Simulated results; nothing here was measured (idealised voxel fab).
process module | voxel transistor to metal
cross-section cut | 145 nm wide | cells 5 nm
A cross-section is a grid of square cells, given in bands from the top down. A band is one or more rows of cells.
Each band's line starts with the height of the band's top and of its bottom, in nm. Then come its materials from left to right, each with its width in nm. One material with "throughout" fills the band from edge to edge. "air" is empty space.
Height 0 is the level under which the wafer as received is all one material. The lowest band goes on downwards, as in "0 down".
A width such as "30 to 40" changes by the same amount from each row of cells to the next, from the band's top row to its bottom row.
"no change" after a step means that no cell of the cross-section changed.
closed voids: empty space of 8 cells or more with no open way to the top, each as width x height at its distance from the left edge, in nm
after a step's settings: what the simulator itself notes on the step
overlay nm, on a step with a mask: how far to the right of its planned place the mask lay; to the left if negative
Each pair below shows a cross-section before one step and the cross-section after it, down to the lowest band that changed. The line under each pair gives the step between them, with its settings. The pairs can come from different runs of this module on the same starting wafer, so a pair continues from the pair above only where its "before" says so.
before
  105 to 100: air 35 | TiN 15 | air 55 | TiN 15 | air 25
  100 to 85: air 35 | TiN 5 | SiO2 5 | TiN 5 | air 55 | TiN 5 | SiO2 5 | TiN 5 | air 25
  85 to 80: TiN 30 | air 5 | TiN 5 | SiO2 5 | TiN 55 | air 5 | TiN 5 | SiO2 5 | TiN 30
  80 to 70: SiO2 25 | TiN 5 | air 5 | TiN 5 | SiO2 55 | TiN 5 | air 5 | TiN 5 | SiO2 35
  70 to 65: SiO2 25 | TiN 15 | SiO2 55 | TiN 15 | SiO2 35
  65 to 60: SiCN throughout
  60 to 45: lowk 25 | TiN 5 | Cu 10 | TiN 5 | lowk 50 | TiN 5 | Cu 10 | TiN 5 | lowk 30
  45 to 40: SiCN 25 | TiN 20 | SiCN 50 | TiN 20 | SiCN 30
  40 to 30: SiO2 25 | TiN 5 | W 20 to 15 | TiN 5 to 10 | SiO2 30 | TiN 5 to 10 | W 20 to 15 | TiN 5 | SiO2 30
  30 to 15: SiO2 25 | TiN 5 | W 15 | TiN 5 | SiN 5 | SiO2 5 | SiCN 20 | SiO2 5 | SiN 5 | TiN 5 | W 15 | TiN 5 | SiO2 30
  15 to 5: SiO2 25 | TiN 5 | W 15 | TiN 5 | SiN 5 | SiO2 5 | polySi 20 | SiO2 5 | SiN 5 | TiN 5 | W 15 | TiN 5 | SiO2 30
  5 to 0: SiO2 25 | TiN 25 | SiN 5 | SiO2 5 | polySi 20 | SiO2 5 | SiN 5 | TiN 25 | SiO2 30
  0 to -5: SiO2 20 | SiN 5 | nSi 10 | TiN 5 | nSi 10 | SiN 5 | SiO2 5 | polySi 20 | SiO2 5 | SiN 5 | nSi 10 | TiN 5 | nSi 10 | SiN 5 | SiO2 25
  -5 to -10: SiO2 25 | nSi 10 | TiN 5 | nSi 10 | SiO2 40 | nSi 10 | TiN 5 | nSi 10 | SiO2 30
  -10 to -20: SiO2 20 | Si 5 | nSi 25 | Si 40 | nSi 25 | Si 5 | SiO2 25
  -20 to -30: SiO2 20 | Si 100 | SiO2 25
  -30 down: Si throughout
  closed voids: none
after
  115 to 105: Cu throughout
  105 to 100: Cu 35 | TiN 15 | Cu 55 | TiN 15 | Cu 25
  100 to 85: Cu 35 | TiN 5 | SiO2 5 | TiN 5 | Cu 55 | TiN 5 | SiO2 5 | TiN 5 | Cu 25
  85 to 80: TiN 30 | Cu 5 | TiN 5 | SiO2 5 | TiN 55 | Cu 5 | TiN 5 | SiO2 5 | TiN 30
  80 to 70: SiO2 25 | TiN 5 | Cu 5 | TiN 5 | SiO2 55 | TiN 5 | Cu 5 | TiN 5 | SiO2 35
  below 70: unchanged
  closed voids: none
the step between: op FILL_DEP | material Cu | thk nm 10
before: the cross-section after the pair above
after
  100 to 85: Cu 35 | TiN 5 | SiO2 5 | TiN 5 | Cu 55 | TiN 5 | SiO2 5 | TiN 5 | Cu 25
  below 85: unchanged
  closed voids: none
the step between: op CMP | height nm 100
before: the cross-section after the pair above
after
  105 to 100: SiN throughout
  below 100: unchanged
  closed voids: none
the step between: op CONFORMAL_DEP | material SiN | thk nm 5
